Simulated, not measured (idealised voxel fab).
Process module, titled voxel fin reveal
FYI the section here is cut, 220 nm wide, cells are 5 nm squares.
Bands, listed from the top down, are how a cross-section gets written in this document; the cross-section itself is a grid of square cells, and a band is one or more rows of them.
It is stipulated that each band's entry specify, in nanometres, the height of the top of the band and then that of its bottom, followed by the materials of the band in left-to-right sequence, each together with its width in nanometres. A single material marked by the word "edge to edge" is understood to fill the band from edge to edge; the word "blank" is understood to denote empty space.
Where do heights start? At 0: under that level the wafer as delivered is made of one material only. And the lowest band has no floor; it just carries on downward, as in "0 -> down".
With a width like "30..40", each row of cells in the band differs from the next by the same amount, the top row carrying the first number and the bottom row the second.
"nothing different" means the step left every cell of the cross-section as it was.
Under "Enclosed cavity list" you'll find the enclosed gaps, the ones with no way out to the top, that are 8 cells or bigger; each reads width x height at distance, with distance counted from the left edge, everything in nm.
Note: text after step settings on the step line = simulator remark on that step.
If you see "overlay nm" on a step's line and that step has a mask, it's telling you how far right of where it was planned the mask ended up; a negative number means it went left instead.

**The planned process steps are enumerated hereunder**
1) op RECEIVE | material Si
2) op CONFORMAL_DEP | material SiN | thk nm 10
3) op MASKED_ETCH | tone cover | mask id FINS | width nm 15 | pitch nm 35 | etch materials SiN | depth nm 10 | overlay nm 0
4) op MASKED_ETCH | tone cover | mask id FINS | width nm 15 | pitch nm 35 | etch materials Si | depth nm 40 | overlay nm 0
5) op OXIDIZE | depth nm 5
6) op FILL_DEP | material SiO2 | thk nm 15
7) op CMP | height nm 10
8) op SELECTIVE_ETCH | etch materials SiO2 | depth nm 30
9) op STRIP | etch materials SiN

**Concerning the first of two wafers, which was run in accordance with the plan**

**The cross-section here shows the wafer as received, i.e. in its state after step 1**
    0 -> down = Si edge to edge
    Enclosed cavity list: none

**Cross-section of the wafer subsequent to step 2**
    10 -> 0 = SiN edge to edge
    Nothing below the height 0 has changed.

**Cross-section of the wafer subsequent to step 3**
    10 -> 0 = 65 blank / 15 SiN / 20 blank / 15 SiN / 20 blank / 15 SiN / 70 blank
    Nothing below the height 0 has changed.

**Cross-section of the wafer subsequent to step 4**
    10 -> 0 = 65 blank / 15 SiN / 20 blank / 15 SiN / 20 blank / 15 SiN / 70 blank
    0 -> -40 = 65 blank / 15 Si / 20 blank / 15 Si / 20 blank / 15 Si / 70 blank
    Nothing below the height -40 has changed.

**Cross-section of the wafer subsequent to step 5**
    10 -> 0 = 65 blank / 15 SiN / 20 blank / 15 SiN / 20 blank / 15 SiN / 70 blank
    0 -> -40 = 65 blank / 5 SiO2 / 5 Si / 5 SiO2 / 20 blank / 5 SiO2 / 5 Si / 5 SiO2 / 20 blank / 5 SiO2 / 5 Si / 5 SiO2 / 70 blank
    -40 -> -45 = 70 SiO2 / 5 Si / 30 SiO2 / 5 Si / 30 SiO2 / 5 Si / 75 SiO2
    Nothing below the height -45 has changed.

**Cross-section of the wafer subsequent to step 6**
    25 -> 10 = SiO2 edge to edge
    10 -> 0 = 65 SiO2 / 15 SiN / 20 SiO2 / 15 SiN / 20 SiO2 / 15 SiN / 70 SiO2
    0 -> -45 = 70 SiO2 / 5 Si / 30 SiO2 / 5 Si / 30 SiO2 / 5 Si / 75 SiO2
    Nothing below the height -45 has changed.

**Cross-section of the wafer subsequent to step 7**
    10 -> 0 = 65 SiO2 / 15 SiN / 20 SiO2 / 15 SiN / 20 SiO2 / 15 SiN / 70 SiO2
    Nothing below the height 0 has changed.

**Cross-section of the wafer subsequent to step 8**
    10 -> 0 = 65 blank / 15 SiN / 20 blank / 15 SiN / 20 blank / 15 SiN / 70 blank
    0 -> -20 = 70 blank / 5 Si / 30 blank / 5 Si / 30 blank / 5 Si / 75 blank
    Nothing below the height -20 has changed.

**Cross-section of the wafer subsequent to step 9**
    0 -> -20 = 70 blank / 5 Si / 30 blank / 5 Si / 30 blank / 5 Si / 75 blank
    Nothing below the height -20 has changed.

**Companion wafer, the second of two: same beginning, same intended sequence, one mistake in carrying it out; through step 2 inclusive it tracks the first exactly**

**Second wafer profile in section, at the moment step 3 of the plan was meant to be complete**
    10 -> 0 = 65 blank / 20 SiN / 15 blank / 20 SiN / 15 blank / 20 SiN / 65 blank
    Nothing below the height 0 has changed.

**Second wafer profile in section, at the moment step 4 of the plan was meant to be complete**
    10 -> 0 = 65 blank / 20 SiN / 15 blank / 20 SiN / 15 blank / 20 SiN / 65 blank
    0 -> -40 = 65 blank / 20 Si / 15 blank / 20 Si / 15 blank / 20 Si / 65 blank
    Nothing below the height -40 has changed.

**Second wafer profile in section, at the moment step 5 of the plan was meant to be complete**
    10 -> 0 = 65 blank / 20 SiN / 15 blank / 20 SiN / 15 blank / 20 SiN / 65 blank
    0 -> -40 = 65 blank / 5 SiO2 / 10 Si / 5 SiO2 / 15 blank / 5 SiO2 / 10 Si / 5 SiO2 / 15 blank / 5 SiO2 / 10 Si / 5 SiO2 / 65 blank
    -40 -> -45 = 70 SiO2 / 10 Si / 25 SiO2 / 10 Si / 25 SiO2 / 10 Si / 70 SiO2
    Nothing below the height -45 has changed.

**Second wafer profile in section, at the moment step 6 of the plan was meant to be complete**
    25 -> 10 = SiO2 edge to edge
    10 -> 0 = 65 SiO2 / 20 SiN / 15 SiO2 / 20 SiN / 15 SiO2 / 20 SiN / 65 SiO2
    0 -> -45 = 70 SiO2 / 10 Si / 25 SiO2 / 10 Si / 25 SiO2 / 10 Si / 70 SiO2
    Nothing below the height -45 has changed.

**Second wafer profile in section, at the moment step 7 of the plan was meant to be complete**
    10 -> 0 = 65 SiO2 / 20 SiN / 15 SiO2 / 20 SiN / 15 SiO2 / 20 SiN / 65 SiO2
    Nothing below the height 0 has changed.

**Second wafer profile in section, at the moment step 8 of the plan was meant to be complete**
    10 -> 0 = 65 blank / 20 SiN / 15 blank / 20 SiN / 15 blank / 20 SiN / 65 blank
    0 -> -20 = 70 blank / 10 Si / 25 blank / 10 Si / 25 blank / 10 Si / 70 blank
    Nothing below the height -20 has changed.

**Second wafer profile in section, at the moment step 9 of the plan was meant to be complete**
    0 -> -20 = 70 blank / 10 Si / 25 blank / 10 Si / 25 blank / 10 Si / 70 blank
    Nothing below the height -20 has changed.
Where did the run depart from the plan? note that step 3 departed from the planned setting and was carried out as op MASKED_ETCH | tone cover | mask id FINS | width nm 20 | pitch nm 35 | etch materials SiN | depth nm 10 | overlay nm 0
Looking at both finished wafers in cells, the second ends up ahead of or behind the first on some materials: 27 more of Si; 15 fewer of SiO2
